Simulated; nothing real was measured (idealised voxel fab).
process module | voxel gate over fins
The cross-section shown here is cut; it is 285 nm wide and divided into square cells measuring 5 nm on a side.
When this document writes out a cross-section, it uses a grid of square cells and lists it as bands, beginning at the top and moving down, with a band standing for one or more rows of cells. The band entry comprises the height of the band's top followed by the height of its bottom, expressed in nm, and subsequently the band's materials from left to right, each stated together with its width in nm. Where a single material is marked with the word "edge to edge", that material fills the band from edge to edge. The word "air" represents empty space. Heights are reckoned from 0. Under this level, the received wafer is all of one material. The bottommost band is open-ended downward, for example "z 0 and below". Per-row width for "30->40": begins at first number (top row of band), ends at second number (bottom row), increment between rows held constant. "nothing changed" (step): cross-section cells unchanged, all of them. Entry "Completely sealed voids". Content: empty spaces with no open connection to the top, size 8 cells or greater. Each: width x height at distance. Distance: from left edge. Unit: nm. It should be noted that, on the line of a given step, the content following the step's settings is a remark produced by the simulator itself with respect to that step. "overlay nm" answers the question of how far to the right of plan the mask lay on a step that has a mask, and when it is negative the answer is to the left.

Intended process steps:
- 1: RECEIVE with material Si
- 2: CONFORMAL_DEP with material SiN, thk nm 10
- 3: MASKED_ETCH with tone cover, mask id FINS, width nm 15, pitch nm 40, etch materials SiN, depth nm 10, overlay nm 0
- 4: MASKED_ETCH with tone cover, mask id FINS, width nm 15, pitch nm 40, etch materials Si, depth nm 40, overlay nm 0
- 5: OXIDIZE with depth nm 5
- 6: FILL_DEP with material SiO2, thk nm 10
- 7: CMP with height nm 10
- 8: SELECTIVE_ETCH with etch materials SiO2, depth nm 25
- 9: STRIP with etch materials SiN
- 10: CONFORMAL_DEP with material HfO2, thk nm 5
- 11: CONFORMAL_DEP with material TiN, thk nm 5
- 12: FILL_DEP with material W, thk nm 15
- 13: CMP with height nm 20
- 14: CONFORMAL_DEP with material SiN, thk nm 5
Same starting wafers, different width nm at step 4. Plan value belongs to the first wafer.

Cross-section of the first of several wafers as received (after step 1):
* z 0 and below | Si edge to edge
* Completely sealed voids: none

Table: wafers, a row each; end-of-module cell change per material since receipt, gain (+), loss (-); then closed voids:
width nm 15, +81 HfO2, -477 Si, +57 SiN, +318 SiO2, +81 TiN, +225 W, Completely sealed voids: none
width nm 20, +81 HfO2, -445 Si, +57 SiN, +294 SiO2, +81 TiN, +217 W, Completely sealed voids: none
width nm 25, +81 HfO2, -413 Si, +57 SiN, +270 SiO2, +81 TiN, +209 W, Completely sealed voids: none
